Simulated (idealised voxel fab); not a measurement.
The following is a process module called voxel capacitor over wiring.
In the cross-section labelled cut, the width is 245 nm and each square cell is 5 nm.
Each cross-section below is a grid of square cells, stated as bands in top-down order, with one or more rows of cells making up each band. Band: top and bottom heights (nm) first, top before bottom; then materials from left to right, widths in nm. "throughout" marks a sole material filling the band edge to edge. "empty" denotes empty space. Note: height 0 marks the level under which the wafer is uniformly one material as received. Lowest band unbounded below, written "0 and below". When a width is written as two numbers, as in "30 to 40", the first number is the width in the top row of cells of the band and the second is the width in its bottom row, and the width changes by the same amount from each row to the next. The cross-section has no changed cell in any step marked "identical to before". Enclosed cavities: empty space of 8 cells or more with no open way to the top, each as width x height at its distance from the left edge, in nm. after a step's settings: what the simulator itself notes on the step. Among the settings permitted on a step's line is "overlay nm"; applied to a step with a mask, it specifies the extent to which the mask lay to the right of its planned position, whereas a negative figure signifies a position to the left.

### Here's what the planned process steps look like
1 RECEIVE: material Si
2 CONFORMAL_DEP: material SiO2, thk nm 15
3 CONFORMAL_DEP: material SiN, thk nm 5
4 DIRECTIONAL_DEP: material SiO2, thk nm 25
5 DIRECTIONAL_DEP: material aC, thk nm 10
6 PATTERN: tone open, mask id METAL_1, material resist, width nm 30, pitch nm 95, thk nm 30, overlay nm 0
7 DIRECTIONAL_ETCH: etch materials aC, depth nm 10
8 STRIP: etch materials resist
9 DIRECTIONAL_ETCH: etch materials SiO2, depth nm 25
10 DIRECTIONAL_ETCH: etch materials SiN, depth nm 5
11 STRIP: etch materials aC
12 CONFORMAL_DEP: material TiN, thk nm 5
13 FILL_DEP: material Cu, thk nm 10
14 CMP: height nm 45
15 CONFORMAL_DEP: material SiCN, thk nm 5
16 DIRECTIONAL_DEP: material SiO2, thk nm 15
17 PATTERN: tone open, mask id PLUG_1, material resist, width nm 15, thk nm 20, overlay nm 0
18 DIRECTIONAL_ETCH: etch materials SiO2, depth nm 15
19 DIRECTIONAL_ETCH: etch materials SiCN, depth nm 5
20 STRIP: etch materials resist
21 CONFORMAL_DEP: material TiN, thk nm 5
22 FILL_DEP: material Cu, thk nm 10
23 CMP: height nm 65
24 DIRECTIONAL_DEP: material TiN, thk nm 10
25 DIRECTIONAL_DEP: material HfO2, thk nm 5
26 DIRECTIONAL_DEP: material TiN, thk nm 5
27 PATTERN: tone cover, mask id UPPER_PLATE, material resist, width nm 70, thk nm 15, overlay nm 0
28 DIRECTIONAL_ETCH: etch materials TiN, depth nm 5
29 DIRECTIONAL_ETCH: etch materials HfO2, depth nm 5
30 STRIP: etch materials resist
31 DIRECTIONAL_DEP: material aC, thk nm 10
32 PATTERN: tone cover, mask id LOWER_PLATE, material resist, width nm 80, thk nm 30, overlay nm 0
33 DIRECTIONAL_ETCH: etch materials aC, depth nm 10
34 STRIP: etch materials resist
35 DIRECTIONAL_ETCH: etch materials TiN, depth nm 10
36 STRIP: etch materials aC
37 FILL_DEP: material SiO2, thk nm 15
38 CMP: height nm 95
39 DIRECTIONAL_DEP: material aC, thk nm 15
40 PATTERN: tone open, mask id PLUG_2, material resist, width nm 15, thk nm 35, overlay nm 0
41 DIRECTIONAL_ETCH: etch materials aC, depth nm 15
42 STRIP: etch materials resist
43 DIRECTIONAL_ETCH: etch materials SiO2, depth nm 10
44 STRIP: etch materials aC
45 CONFORMAL_DEP: material TiN, thk nm 5
46 FILL_DEP: material W, thk nm 10
47 CMP: height nm 95
48 CONFORMAL_DEP: material SiN, thk nm 5

### On the first of the two wafers: run conducted according to plan

### Received-state cross-section, reflecting completion of step 1
- 0 and below: Si throughout
- Enclosed cavities: none

### Step 2 complete: cross-section through the wafer
- 15 down to 0: SiO2 throughout
- Beneath the level 0, the cross-section is identical to its previous state.

### Step 3 complete: cross-section through the wafer
- 20 down to 15: SiN throughout
- Beneath the level 15, the cross-section is identical to its previous state.

### Step 4 complete: cross-section through the wafer
- 45 down to 20: SiO2 throughout
- Beneath the level 20, the cross-section is identical to its previous state.

### Step 5 complete: cross-section through the wafer
- 55 down to 45: aC throughout
- Beneath the level 45, the cross-section is identical to its previous state.

### Step 6 complete: cross-section through the wafer
- 85 down to 55: 60 resist | 30 empty | 65 resist | 30 empty | 60 resist
- Beneath the level 55, the cross-section is identical to its previous state.

### Step 7 complete: cross-section through the wafer
- 75 down to 55: 60 resist | 30 empty | 65 resist | 30 empty | 60 resist
- 55 down to 45: 60 aC | 30 empty | 65 aC | 30 empty | 60 aC
- Beneath the level 45, the cross-section is identical to its previous state.

### Step 8 complete: cross-section through the wafer
- 55 down to 45: 60 aC | 30 empty | 65 aC | 30 empty | 60 aC
- Beneath the level 45, the cross-section is identical to its previous state.

### Step 9 complete: cross-section through the wafer
- 55 down to 45: 60 aC | 30 empty | 65 aC | 30 empty | 60 aC
- 45 down to 20: 60 SiO2 | 30 empty | 65 SiO2 | 30 empty | 60 SiO2
- Beneath the level 20, the cross-section is identical to its previous state.

### Step 10 complete: cross-section through the wafer
- 55 down to 45: 60 aC | 30 empty | 65 aC | 30 empty | 60 aC
- 45 down to 20: 60 SiO2 | 30 empty | 65 SiO2 | 30 empty | 60 SiO2
- 20 down to 15: 60 SiN | 30 empty | 65 SiN | 30 empty | 60 SiN
- Beneath the level 15, the cross-section is identical to its previous state.

### Step 11 complete: cross-section through the wafer
- 45 down to 20: 60 SiO2 | 30 empty | 65 SiO2 | 30 empty | 60 SiO2
- Beneath the level 20, the cross-section is identical to its previous state.

### Step 12 complete: cross-section through the wafer
- 50 down to 45: 65 TiN | 20 empty | 75 TiN | 20 empty | 65 TiN
- 45 down to 20: 60 SiO2 | 5 TiN | 20 empty | 5 TiN | 65 SiO2 | 5 TiN | 20 empty | 5 TiN | 60 SiO2
- 20 down to 15: 60 SiN | 30 TiN | 65 SiN | 30 TiN | 60 SiN
- Beneath the level 15, the cross-section is identical to its previous state.

### Step 13 complete: cross-section through the wafer
- 60 down to 50: Cu throughout
- 50 down to 45: 65 TiN | 20 Cu | 75 TiN | 20 Cu | 65 TiN
- 45 down to 20: 60 SiO2 | 5 TiN | 20 Cu | 5 TiN | 65 SiO2 | 5 TiN | 20 Cu | 5 TiN | 60 SiO2
- Beneath the level 20, the cross-section is identical to its previous state.

### Step 14 complete: cross-section through the wafer
- 45 down to 20: 60 SiO2 | 5 TiN | 20 Cu | 5 TiN | 65 SiO2 | 5 TiN | 20 Cu | 5 TiN | 60 SiO2
- Beneath the level 20, the cross-section is identical to its previous state.

### Step 15 complete: cross-section through the wafer
- 50 down to 45: SiCN throughout
- Beneath the level 45, the cross-section is identical to its previous state.

### Step 16 complete: cross-section through the wafer
- 65 down to 50: SiO2 throughout
- Beneath the level 50, the cross-section is identical to its previous state.

### Step 17 complete: cross-section through the wafer
- 85 down to 65: 75 resist | 15 empty | 155 resist
- Beneath the level 65, the cross-section is identical to its previous state.

### Step 18 complete: cross-section through the wafer
- 85 down to 65: 75 resist | 15 empty | 155 resist
- 65 down to 50: 75 SiO2 | 15 empty | 155 SiO2
- Beneath the level 50, the cross-section is identical to its previous state.

### Step 19 complete: cross-section through the wafer
- 85 down to 65: 75 resist | 15 empty | 155 resist
- 65 down to 50: 75 SiO2 | 15 empty | 155 SiO2
- 50 down to 45: 75 SiCN | 15 empty | 155 SiCN
- Beneath the level 45, the cross-section is identical to its previous state.

### Step 20 complete: cross-section through the wafer
- 65 down to 50: 75 SiO2 | 15 empty | 155 SiO2
- Beneath the level 50, the cross-section is identical to its previous state.

### Step 21 complete: cross-section through the wafer
- 70 down to 65: 80 TiN | 5 empty | 160 TiN
- 65 down to 50: 75 SiO2 | 5 TiN | 5 empty | 5 TiN | 155 SiO2
- 50 down to 45: 75 SiCN | 15 TiN | 155 SiCN
- Beneath the level 45, the cross-section is identical to its previous state.

### Step 22 complete: cross-section through the wafer
- 80 down to 70: Cu throughout
- 70 down to 65: 80 TiN | 5 Cu | 160 TiN
- 65 down to 50: 75 SiO2 | 5 TiN | 5 Cu | 5 TiN | 155 SiO2
- Beneath the level 50, the cross-section is identical to its previous state.

### Step 23 complete: cross-section through the wafer
- 65 down to 50: 75 SiO2 | 5 TiN | 5 Cu | 5 TiN | 155 SiO2
- Beneath the level 50, the cross-section is identical to its previous state.

### Step 24 complete: cross-section through the wafer
- 75 down to 65: TiN throughout
- Beneath the level 65, the cross-section is identical to its previous state.

### Step 25 complete: cross-section through the wafer
- 80 down to 75: HfO2 throughout
- Beneath the level 75, the cross-section is identical to its previous state.

### Step 26 complete: cross-section through the wafer
- 85 down to 80: TiN throughout
- Beneath the level 80, the cross-section is identical to its previous state.

### Step 27 complete: cross-section through the wafer
- 100 down to 85: 75 empty | 70 resist | 100 empty
- Beneath the level 85, the cross-section is identical to its previous state.

### Step 28 complete: cross-section through the wafer
- 100 down to 85: 75 empty | 70 resist | 100 empty
- 85 down to 80: 75 empty | 70 TiN | 100 empty
- Beneath the level 80, the cross-section is identical to its previous state.

### Step 29 complete: cross-section through the wafer
- 100 down to 85: 75 empty | 70 resist | 100 empty
- 85 down to 80: 75 empty | 70 TiN | 100 empty
- 80 down to 75: 75 empty | 70 HfO2 | 100 empty
- Beneath the level 75, the cross-section is identical to its previous state.

### Step 30 complete: cross-section through the wafer
- 85 down to 80: 75 empty | 70 TiN | 100 empty
- Beneath the level 80, the cross-section is identical to its previous state.

### Step 31 complete: cross-section through the wafer
- 95 down to 85: 75 empty | 70 aC | 100 empty
- 85 down to 80: 75 aC | 70 TiN | 100 aC
- 80 down to 75: 75 aC | 70 HfO2 | 100 aC
- Beneath the level 75, the cross-section is identical to its previous state.

### Step 32 complete: cross-section through the wafer
- 125 down to 95: 70 empty | 80 resist | 95 empty
- 95 down to 85: 70 empty | 5 resist | 70 aC | 5 resist | 95 empty
- Beneath the level 85, the cross-section is identical to its previous state.

### Step 33 complete: cross-section through the wafer
- 115 down to 95: 70 empty | 80 resist | 95 empty
- 95 down to 85: 70 empty | 5 resist | 70 aC | 5 resist | 95 empty
- 85 down to 80: 70 empty | 5 aC | 70 TiN | 5 aC | 95 empty
- 80 down to 75: 70 empty | 5 aC | 70 HfO2 | 5 aC | 95 empty
- Beneath the level 75, the cross-section is identical to its previous state.

### Step 34 complete: cross-section through the wafer
- 95 down to 85: 75 empty | 70 aC | 100 empty
- Beneath the level 85, the cross-section is identical to its previous state.

### Step 35 complete: cross-section through the wafer
- 95 down to 85: 75 empty | 70 aC | 100 empty
- 85 down to 80: 70 empty | 5 aC | 70 TiN | 5 aC | 95 empty
- 80 down to 75: 70 empty | 5 aC | 70 HfO2 | 5 aC | 95 empty
- 75 down to 65: 70 empty | 80 TiN | 95 empty
- Beneath the level 65, the cross-section is identical to its previous state.

### Step 36 complete: cross-section through the wafer
- 85 down to 80: 75 empty | 70 TiN | 100 empty
- 80 down to 75: 75 empty | 70 HfO2 | 100 empty
- Beneath the level 75, the cross-section is identical to its previous state.

### Step 37 complete: cross-section through the wafer
- 100 down to 85: SiO2 throughout
- 85 down to 80: 75 SiO2 | 70 TiN | 100 SiO2
- 80 down to 75: 75 SiO2 | 70 HfO2 | 100 SiO2
- 75 down to 65: 70 SiO2 | 80 TiN | 95 SiO2
- Beneath the level 65, the cross-section is identical to its previous state.

### Step 38 complete: cross-section through the wafer
- 95 down to 85: SiO2 throughout
- Beneath the level 85, the cross-section is identical to its previous state.

### Step 39 complete: cross-section through the wafer
- 110 down to 95: aC throughout
- Beneath the level 95, the cross-section is identical to its previous state.

### Step 40 complete: cross-section through the wafer
- 145 down to 110: 85 resist | 15 empty | 145 resist
- Beneath the level 110, the cross-section is identical to its previous state.

### Step 41 complete: cross-section through the wafer
- 130 down to 110: 85 resist | 15 empty | 145 resist
- 110 down to 95: 85 aC | 15 empty | 145 aC
- Beneath the level 95, the cross-section is identical to its previous state.

### Step 42 complete: cross-section through the wafer
- 110 down to 95: 85 aC | 15 empty | 145 aC
- Beneath the level 95, the cross-section is identical to its previous state.

### Step 43 complete: cross-section through the wafer
- 110 down to 95: 85 aC | 15 empty | 145 aC
- 95 down to 85: 85 SiO2 | 15 empty | 145 SiO2
- Beneath the level 85, the cross-section is identical to its previous state.

### Step 44 complete: cross-section through the wafer
- 95 down to 85: 85 SiO2 | 15 empty | 145 SiO2
- Beneath the level 85, the cross-section is identical to its previous state.

### Step 45 complete: cross-section through the wafer
- 100 down to 95: 90 TiN | 5 empty | 150 TiN
- 95 down to 90: 85 SiO2 | 5 TiN | 5 empty | 5 TiN | 145 SiO2
- 90 down to 80: 85 to 75 SiO2 | 15 to 70 TiN | 145 to 100 SiO2
- Beneath the level 80, the cross-section is identical to its previous state.

### Step 46 complete: cross-section through the wafer
- 110 down to 100: W throughout
- 100 down to 95: 90 TiN | 5 W | 150 TiN
- 95 down to 90: 85 SiO2 | 5 TiN | 5 W | 5 TiN | 145 SiO2
- Beneath the level 90, the cross-section is identical to its previous state.

### Step 47 complete: cross-section through the wafer
- 95 down to 90: 85 SiO2 | 5 TiN | 5 W | 5 TiN | 145 SiO2
- Beneath the level 90, the cross-section is identical to its previous state.

### Step 48 complete: cross-section through the wafer
- 100 down to 95: SiN throughout
- Beneath the level 95, the cross-section is identical to its previous state.

### Wafer two. Identical start, identical plan. One mistake in execution. Identical history through step 26

### Second wafer, cut view, end of step 27 per plan
- 100 down to 85: 75 resist | 70 empty | 100 resist
- Beneath the level 85, the cross-section is identical to its previous state.

### Second wafer, cut view, end of step 28 per plan
- 100 down to 85: 75 resist | 70 empty | 100 resist
- 85 down to 80: 75 TiN | 70 empty | 100 TiN
- Beneath the level 80, the cross-section is identical to its previous state.

### Second wafer, cut view, end of step 29 per plan
- 100 down to 85: 75 resist | 70 empty | 100 resist
- 85 down to 80: 75 TiN | 70 empty | 100 TiN
- 80 down to 75: 75 HfO2 | 70 empty | 100 HfO2
- Beneath the level 75, the cross-section is identical to its previous state.

### Second wafer, cut view, end of step 30 per plan
- 85 down to 80: 75 TiN | 70 empty | 100 TiN
- Beneath the level 80, the cross-section is identical to its previous state.

### Second wafer, cut view, end of step 31 per plan
- 95 down to 85: 75 aC | 70 empty | 100 aC
- 85 down to 80: 75 TiN | 70 aC | 100 TiN
- 80 down to 75: 75 HfO2 | 70 aC | 100 HfO2
- Beneath the level 75, the cross-section is identical to its previous state.

### Second wafer, cut view, end of step 32 per plan
- 125 down to 95: 70 empty | 80 resist | 95 empty
- 95 down to 85: 75 aC | 70 resist | 100 aC
- Beneath the level 85, the cross-section is identical to its previous state.

### Second wafer, cut view, end of step 33 per plan
- 115 down to 95: 70 empty | 80 resist | 95 empty
- 95 down to 85: 70 empty | 5 aC | 70 resist | 5 aC | 95 empty
- Beneath the level 85, the cross-section is identical to its previous state.

### Second wafer, cut view, end of step 34 per plan
- 95 down to 85: 70 empty | 5 aC | 70 empty | 5 aC | 95 empty
- Beneath the level 85, the cross-section is identical to its previous state.

### Second wafer, cut view, end of step 35 per plan
- 95 down to 85: 70 empty | 5 aC | 70 empty | 5 aC | 95 empty
- 85 down to 80: 70 empty | 5 TiN | 70 aC | 5 TiN | 95 empty
- Beneath the level 80, the cross-section is identical to its previous state.

### Second wafer, cut view, end of step 36 per plan
- 85 down to 80: 70 empty | 5 TiN | 70 empty | 5 TiN | 95 empty
- 80 down to 75: 75 HfO2 | 70 empty | 100 HfO2
- Beneath the level 75, the cross-section is identical to its previous state.

### Second wafer, cut view, end of step 37 per plan
- 100 down to 85: SiO2 throughout
- 85 down to 80: 70 SiO2 | 5 TiN | 70 SiO2 | 5 TiN | 95 SiO2
- 80 down to 75: 75 HfO2 | 70 SiO2 | 100 HfO2
- Beneath the level 75, the cross-section is identical to its previous state.

### Second wafer, cut view, end of step 38 per plan
- 95 down to 85: SiO2 throughout
- Beneath the level 85, the cross-section is identical to its previous state.

### Second wafer, cut view, end of step 39 per plan
- 110 down to 95: aC throughout
- Beneath the level 95, the cross-section is identical to its previous state.

### Second wafer, cut view, end of step 40 per plan
- 145 down to 110: 85 resist | 15 empty | 145 resist
- Beneath the level 110, the cross-section is identical to its previous state.

### Second wafer, cut view, end of step 41 per plan
- 130 down to 110: 85 resist | 15 empty | 145 resist
- 110 down to 95: 85 aC | 15 empty | 145 aC
- Beneath the level 95, the cross-section is identical to its previous state.

### Second wafer, cut view, end of step 42 per plan
- 110 down to 95: 85 aC | 15 empty | 145 aC
- Beneath the level 95, the cross-section is identical to its previous state.

### Second wafer, cut view, end of step 43 per plan
- 110 down to 95: 85 aC | 15 empty | 145 aC
- 95 down to 85: 85 SiO2 | 15 empty | 145 SiO2
- Beneath the level 85, the cross-section is identical to its previous state.

### Second wafer, cut view, end of step 44 per plan
- 95 down to 85: 85 SiO2 | 15 empty | 145 SiO2
- Beneath the level 85, the cross-section is identical to its previous state.

### Second wafer, cut view, end of step 45 per plan
- 100 down to 95: 90 TiN | 5 empty | 150 TiN
- 95 down to 90: 85 SiO2 | 5 TiN | 5 empty | 5 TiN | 145 SiO2
- 90 down to 85: 85 SiO2 | 15 TiN | 145 SiO2
- Beneath the level 85, the cross-section is identical to its previous state.

### Second wafer, cut view, end of step 46 per plan
- 110 down to 100: W throughout
- 100 down to 95: 90 TiN | 5 W | 150 TiN
- 95 down to 90: 85 SiO2 | 5 TiN | 5 W | 5 TiN | 145 SiO2
- Beneath the level 90, the cross-section is identical to its previous state.

### Second wafer, cut view, end of step 47 per plan
- 95 down to 90: 85 SiO2 | 5 TiN | 5 W | 5 TiN | 145 SiO2
- Beneath the level 90, the cross-section is identical to its previous state.

### Second wafer, cut view, end of step 48 per plan
- 100 down to 95: SiN throughout
- Beneath the level 95, the cross-section is identical to its previous state.
Nonconformance to the process plan: the process deviated at step 27: the operation and settings actually run there were PATTERN: tone open, mask id UPPER_PLATE, material resist, width nm 70, thk nm 15, overlay nm 0
Wafer comparison, final, in cells, second relative to first, materials more or fewer: +21 HfO2 | -75 SiO2 | +54 TiN
